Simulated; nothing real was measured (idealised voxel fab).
Process module in this document: voxel self aligned vias
Cross-section cut: width 170 nm, square cells of 5 nm.
Bands, listed from the top down, are how a cross-section gets written in this document; the cross-section itself is a grid of square cells, and a band is one or more rows of them. The entry gives the band's vertical extent as a top height and a bottom height in nm, then its horizontal make-up as materials from left to right, each with a width in nm. "empty" stands for empty space; a single material marked "all across" fills the band edge to edge. Ref level 0: as-received wafer is one material below here. Bottom band extends down with no lower bound ("top 0, no bottom"). The two numbers in a width such as "30 to 40" mark its ends across the band: the first belongs to the top row of cells, the second to the bottom row, and from each row to the next the width moves by the same amount. Basically "no change" means that step didn't change any cell in the cross-section. The list in "Internal closed voids" covers empty spaces of 8 cells or more that cannot reach the top through any open way, and it gives each as width x height at distance; the distance is from the left edge, and width, height and distance are in nm. Past the settings on a step's line: simulator remark, on that step. A step line may carry the setting "overlay nm", which, for steps involving a mask, states the distance by which the mask lay to the right of its intended position; negative values denote displacement to the left.

-- Steps in the process plan
1: RECEIVE | material Si
2: CONFORMAL_DEP | material SiO2 | thk nm 15
3: CONFORMAL_DEP | material SiCN | thk nm 5
4: DIRECTIONAL_DEP | material lowk | thk nm 20
5: PATTERN | tone open | mask id LINES | material resist | width nm 20 | pitch nm 50 | thk nm 20 | overlay nm 0
6: DIRECTIONAL_ETCH | etch materials lowk | depth nm 20
7: STRIP | etch materials resist
8: CONFORMAL_DEP | material TiN | thk nm 5
9: FILL_DEP | material Ru | thk nm 5
10: CMP | height nm 40
11: SELECTIVE_ETCH | etch materials W Ru TiN | depth nm 5
12: FILL_DEP | material SiN | thk nm 10
13: CMP | height nm 40
14: DIRECTIONAL_DEP | material lowk | thk nm 15
15: MASKED_ETCH | tone open | mask id VIAS | width nm 30 | etch materials lowk | depth nm 15 | overlay nm -15
16: MASKED_ETCH | tone open | mask id VIAS | width nm 30 | etch materials SiN | depth nm 5 | overlay nm 0
17: CONFORMAL_DEP | material TiN | thk nm 5
18: FILL_DEP | material Ru | thk nm 10
19: CMP | height nm 55
20: CONFORMAL_DEP | material SiN | thk nm 5
The value of overlay nm given for step 15 in the plan refers to the first wafer; the wafers vary in this setting and are alike at the start.

-- Sectional view: first of several wafers, as received, after step 1
* top 0, no bottom = Si all across
* Internal closed voids: none

-- First wafer of several, cross-section, module end, after step 20 (last)
* top 60, bottom 55 = SiN all across
* top 55, bottom 45 = 30 lowk  5 TiN  20 Ru  5 TiN  110 lowk
* top 45, bottom 40 = 30 lowk  30 TiN  110 lowk
* top 40, bottom 35 = 50 lowk  10 TiN  10 SiN  30 lowk  20 SiN  50 lowk
* top 35, bottom 25 = 50 lowk  5 TiN  10 Ru  5 TiN  30 lowk  5 TiN  10 Ru  5 TiN  50 lowk
* top 25, bottom 20 = 50 lowk  20 TiN  30 lowk  20 TiN  50 lowk
* top 20, bottom 15 = SiCN all across
* top 15, bottom 0 = SiO2 all across
* top 0, no bottom = Si all across
* Internal closed voids: none

-- Final wafer of several, shown in cross-section at the end of the module
* top 60, bottom 55 = SiN all across
* top 55, bottom 45 = 60 lowk  5 TiN  20 Ru  5 TiN  80 lowk
* top 45, bottom 40 = 60 lowk  30 TiN  80 lowk
* top 40, bottom 35 = 50 lowk  10 SiN  10 TiN  30 lowk  20 SiN  50 lowk
* top 35, bottom 25 = 50 lowk  5 TiN  10 Ru  5 TiN  30 lowk  5 TiN  10 Ru  5 TiN  50 lowk
* top 25, bottom 20 = 50 lowk  20 TiN  30 lowk  20 TiN  50 lowk
* top 20, bottom 15 = SiCN all across
* top 15, bottom 0 = SiO2 all across
* top 0, no bottom = Si all across
* Internal closed voids: none

-- Below is a per-wafer table. In it, each row describes the wafer at the end of the module by giving, for each material, the number of cells gained (+) or lost (-) since the wafer was received, and after that the closed voids of the wafer
overlay nm -15, +16 Ru, +34 SiCN, +40 SiN, +102 SiO2, +28 TiN, +188 lowk, Internal closed voids: none
overlay nm -10, +17 Ru, +34 SiCN, +39 SiN, +102 SiO2, +28 TiN, +188 lowk, Internal closed voids: none
overlay nm -5, +18 Ru, +34 SiCN, +38 SiN, +102 SiO2, +28 TiN, +188 lowk, Internal closed voids: none
overlay nm 0, +18 Ru, +34 SiCN, +38 SiN, +102 SiO2, +28 TiN, +188 lowk, Internal closed voids: none
overlay nm 5, +18 Ru, +34 SiCN, +38 SiN, +102 SiO2, +28 TiN, +188 lowk, Internal closed voids: none
overlay nm 10, +17 Ru, +34 SiCN, +39 SiN, +102 SiO2, +28 TiN, +188 lowk, Internal closed voids: none
overlay nm 15, +16 Ru, +34 SiCN, +40 SiN, +102 SiO2, +28 TiN, +188 lowk, Internal closed voids: none
